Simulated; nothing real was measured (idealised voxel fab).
Process module name: voxel transistor to metal
Cross-section cut spans 295 nm and uses square cells 5 nm in size.
In this document a cross-section is written as a grid of square cells. It is given as a series of bands, listed from the top down, and a band is one or more rows of cells.
For a band, the entry starts with two heights in nm, that of the top and then that of the bottom, and carries on with the band's materials in order from left to right, each alongside its width in nm; the word "all across" beside a single material means it fills the band edge to edge, and "air" means empty space.
Beneath 0, the wafer as received is one material, and that level is where height counting begins. The lowest band goes on downward without a bottom; it is written like "0 down".
A two-number width, for instance "30 to 40", indicates that the width is equal to the first number in the top row of the band and to the second number in the bottom row, and that it changes by a constant amount per row of cells.
You'll sometimes find "no modifications" written for a step, and that's the way of saying that nowhere in the cross-section did a cell change during that step.
"Enclosed void catalog": empty spaces of 8 cells or more with no open way to the top, each given as width x height at distance, distance from the left edge, all in nm.
The remark found on a step's line after its settings is issued by the simulator itself and pertains to that step.
The line of a step may include "overlay nm". On a step with a mask, this value is how far to the right of its planned place the mask lay. A negative value means the mask lay to the left.
# Listed below are the process steps as planned
1,RECEIVE | material Si
2,CONFORMAL_DEP | material SiO2 | thk nm 5
3,CONFORMAL_DEP | material SiN | thk nm 10
4,PATTERN | tone cover | mask id ACTIVE | material resist | width nm 115 | pitch nm 145 | thk nm 15 | overlay nm 0
5,DIRECTIONAL_ETCH | etch materials SiN | depth nm 10
6,DIRECTIONAL_ETCH | etch materials SiO2 | depth nm 5
7,DIRECTIONAL_ETCH | etch materials Si | depth nm 20
8,STRIP | etch materials resist
9,OXIDIZE | depth nm 5
10,FILL_DEP | material SiO2 | thk nm 5
11,CMP | height nm 15
12,SELECTIVE_ETCH | etch materials SiO2 | depth nm 10
13,STRIP | etch materials SiN
14,SELECTIVE_ETCH | etch materials SiO2 | depth nm 5
15,OXIDIZE | depth nm 5
16,DIRECTIONAL_DEP | material polySi | thk nm 30
17,DIRECTIONAL_DEP | material SiCN | thk nm 10
18,DIRECTIONAL_DEP | material aC | thk nm 10
19,PATTERN | tone cover | mask id GATE | material resist | width nm 35 | pitch nm 145 | thk nm 25 | overlay nm 0
20,DIRECTIONAL_ETCH | etch materials aC | depth nm 10
21,STRIP | etch materials resist
22,DIRECTIONAL_ETCH | etch materials SiCN | depth nm 20
23,DIRECTIONAL_ETCH | etch materials polySi | depth nm 40
24,STRIP | etch materials aC
25,CONFORMAL_DEP | material SiN | thk nm 10
26,DIRECTIONAL_ETCH | etch materials SiN | depth nm 10
27,DIRECTIONAL_ETCH | etch materials SiO2 | depth nm 5
28,EPI | material pSi | thk nm 5
29,FILL_DEP | material SiO2 | thk nm 10
30,CMP | height nm 30
31,STRIP | etch materials polySi
32,SELECTIVE_ETCH | etch materials SiO2 | depth nm 5
33,CONFORMAL_DEP | material HfO2 | thk nm 5
34,CONFORMAL_DEP | material TiN | thk nm 5
35,FILL_DEP | material W | thk nm 10
36,CMP | height nm 25
37,DIRECTIONAL_DEP | material SiO2 | thk nm 10
38,MASKED_ETCH | tone open | mask id CONTACT | width nm 15 | etch materials SiO2 | depth nm 35 | overlay nm 0
39,CONFORMAL_DEP | material TiN | thk nm 5
40,FILL_DEP | material Ru | thk nm 5
41,CMP | height nm 35
42,DIRECTIONAL_DEP | material TiN | thk nm 5
43,DIRECTIONAL_DEP | material Ru | thk nm 15
44,DIRECTIONAL_DEP | material aC | thk nm 15
45,PATTERN | tone cover | mask id METAL_1 | material resist | width nm 15 | thk nm 30 | overlay nm 0
46,DIRECTIONAL_ETCH | etch materials aC | depth nm 15
47,STRIP | etch materials resist
48,DIRECTIONAL_ETCH | etch materials Ru | depth nm 15
49,DIRECTIONAL_ETCH | etch materials TiN | depth nm 5
50,STRIP | etch materials aC
51,CONFORMAL_DEP | material SiN | thk nm 5
52,FILL_DEP | material lowk | thk nm 5
53,CMP | height nm 55
54,CONFORMAL_DEP | material SiN | thk nm 5
# Received-state cross-section, reflecting completion of step 1
* 0 down: Si all across
* Enclosed void catalog: none
# Wafer at module end, in section. Began as above, planned as above, run with one mistake
* 60 to 55: SiN all across
* 55 to 40: lowk (15); SiN (5); Ru (25); SiN (5); lowk (45); SiN (5); Ru (25); SiN (5); lowk (30); SiN (5); Ru (25); SiN (5); lowk (45); SiN (5); Ru (25); SiN (5); lowk (20)
* 40 to 35: SiN (20); TiN (25); SiN (55); TiN (25); SiN (40); TiN (25); SiN (55); TiN (25); SiN (25)
* 35 to 25: SiO2 (25); TiN (5); Ru (5); TiN (5); SiO2 (65); TiN (5); Ru (5); TiN (5); SiO2 (50); TiN (5); Ru (5); TiN (5); SiO2 (65); TiN (5); Ru (5); TiN (5); SiO2 (30)
* 25 to 5: SiO2 (25); TiN (5); Ru (5); TiN (5); SiO2 (5); SiN (10); HfO2 (5); TiN (5); W (15); TiN (5); HfO2 (5); SiN (10); SiO2 (5); TiN (5); Ru (5); TiN (5); SiO2 (50); TiN (5); Ru (5); TiN (5); SiO2 (5); SiN (10); HfO2 (5); TiN (5); W (15); TiN (5); HfO2 (5); SiN (10); SiO2 (5); TiN (5); Ru (5); TiN (5); SiO2 (30)
* 5 to 0: SiO2 (25); TiN (15); SiO2 (5); SiN (10); HfO2 (5); TiN (25); HfO2 (5); SiN (10); SiO2 (5); TiN (15); SiO2 (50); TiN (15); SiO2 (5); SiN (10); HfO2 (5); TiN (25); HfO2 (5); SiN (10); SiO2 (5); TiN (15); SiO2 (30)
* 0 to -5: SiO2 (15); pSi (30); SiO2 (5); HfO2 (45); SiO2 (5); pSi (30); SiO2 (30); pSi (30); SiO2 (5); HfO2 (45); SiO2 (5); pSi (30); SiO2 (20)
* -5 to -25: SiO2 (20); Si (105); SiO2 (40); Si (105); SiO2 (25)
* -25 down: Si all across
* Enclosed void catalog: none
Deviation from plan: contrary to plan, step 45 was performed as PATTERN | tone cover | mask id METAL_1 | material resist | width nm 25 | thk nm 30 | overlay nm 0
